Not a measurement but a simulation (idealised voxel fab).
Process module in this document: voxel ribs on slabs
Each square cell in cross-section cut measures 5 nm, and the section as a whole is 200 nm wide.
In this document a cross-section is written as a grid of square cells. It is given as a series of bands, listed from the top down, and a band is one or more rows of cells.
Each band's line starts with the height of the band's top and of its bottom, in nm. Then come its materials from left to right, each with its width in nm. One material with "everywhere" fills the band from edge to edge. "blank" is empty space.
Height reference: 0 = level under which incoming wafer is all one material. Lowest band: no bottom, runs on downward, e.g. "0..down".
It should be noted that a width expressed as "30 to 40" varies in equal increments from row to row of cells within the band, taking the value of the first number at the top row and that of the second number at the bottom row.
When a step is marked "no alteration", none of the cells in the cross-section changed during that step.
"Entrapped void list": sealed empty spaces, 8 cells or more, no open way to top, listed width x height at distance, with distance from the left edge and width, height and distance in nm.
Past the settings on a step's line: simulator remark, on that step.
You can add "overlay nm" to a step's line. For a step with a mask, it describes how far the mask lay to the right of its planned position, and a negative number describes a lay to the left.

[The process steps that were planned are listed below]
| 1 | RECEIVE [material Si] |
| 2 | DIRECTIONAL_DEP [material SiO2] [thk nm 25] |
| 3 | DIRECTIONAL_DEP [material polySi] [thk nm 15] |
| 4 | MASKED_ETCH [tone cover] [mask id RIB] [width nm 20] [etch materials polySi] [depth nm 5] [overlay nm 0] |
| 5 | MASKED_ETCH [tone cover] [mask id SLAB] [width nm 60] [etch materials polySi] [depth nm 5] [overlay nm 0] |
| 6 | FILL_DEP [material SiO2] [thk nm 20] |
| 7 | CMP [height nm 55] |
| 8 | DIRECTIONAL_DEP [material TiN] [thk nm 5] |
| 9 | PATTERN [tone cover] [mask id HEATER] [material resist] [width nm 30] [thk nm 15] [overlay nm 0] |
| 10 | DIRECTIONAL_ETCH [etch materials TiN] [depth nm 5] |
| 11 | STRIP [etch materials resist] |
| 12 | CONFORMAL_DEP [material SiN] [thk nm 10] |
The depth nm used in step 4 is not the same on every wafer, whereas the starting condition is; the value printed in the plan is the first wafer's.

[This is how the first of several wafers looked in cross-section when it arrived, which is after step 1]
	0..down: Si everywhere
	Entrapped void list: none

[Note: the following table is arranged by wafer, a row apiece. Each row reports the end-of-module state: per material, cells gained (+) or cells lost (-) compared with the wafer as received; closed voids follow]
depth nm 5 | +84 SiN | +384 SiO2 | +6 TiN | +56 polySi | Entrapped void list: none
depth nm 10 | +84 SiN | +420 SiO2 | +6 TiN | +20 polySi | Entrapped void list: none
depth nm 15 | +84 SiN | +428 SiO2 | +6 TiN | +12 polySi | Entrapped void list: none
depth nm 20 | +84 SiN | +428 SiO2 | +6 TiN | +12 polySi | Entrapped void list: none
depth nm 25 | +84 SiN | +428 SiO2 | +6 TiN | +12 polySi | Entrapped void list: none
